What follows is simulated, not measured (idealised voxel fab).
process module | voxel tone inversion
cross-section cut | 270 nm wide | cells 5 nm
A cross-section is a grid of square cells, given in bands from the top down. A band is one or more rows of cells.
Each band's line starts with the height of the band's top and of its bottom, in nm. Then come its materials from left to right, each with its width in nm. One material with "throughout" fills the band from edge to edge. "air" is empty space.
Height 0 is the level under which the wafer as received is all one material. The lowest band goes on downwards, as in "0 down".
A width such as "30 to 40" changes by the same amount from each row of cells to the next, from the band's top row to its bottom row.
"no change" after a step means that no cell of the cross-section changed.
closed voids: empty space of 8 cells or more with no open way to the top, each as width x height at its distance from the left edge, in nm
after a step's settings: what the simulator itself notes on the step
overlay nm, on a step with a mask: how far to the right of its planned place the mask lay; to the left if negative
plan
1 op RECEIVE | material Si
2 op CONFORMAL_DEP | material SiCN | thk nm 5
3 op DIRECTIONAL_DEP | material polySi | thk nm 15
4 op PATTERN | tone cover | mask id POSTS | material resist | width nm 25 | pitch nm 45 | thk nm 25 | overlay nm 0
5 op DIRECTIONAL_ETCH | etch materials polySi | depth nm 15
6 op STRIP | etch materials resist
7 op FILL_DEP | material lowk | thk nm 5
8 op CMP | height nm 20
9 op STRIP | etch materials polySi
as received, after step 1
  0 down: Si throughout
  closed voids: none
a wafer at the end: this start, this plan, one mistake
  20 to 5: lowk 75 | air 30 | lowk 15 | air 30 | lowk 15 | air 30 | lowk 75
  5 to 0: SiCN throughout
  0 down: Si throughout
  closed voids: none
what went wrong: step 4 ran as: op PATTERN | tone cover | mask id POSTS | material resist | width nm 30 | pitch nm 45 | thk nm 25 | overlay nm 0
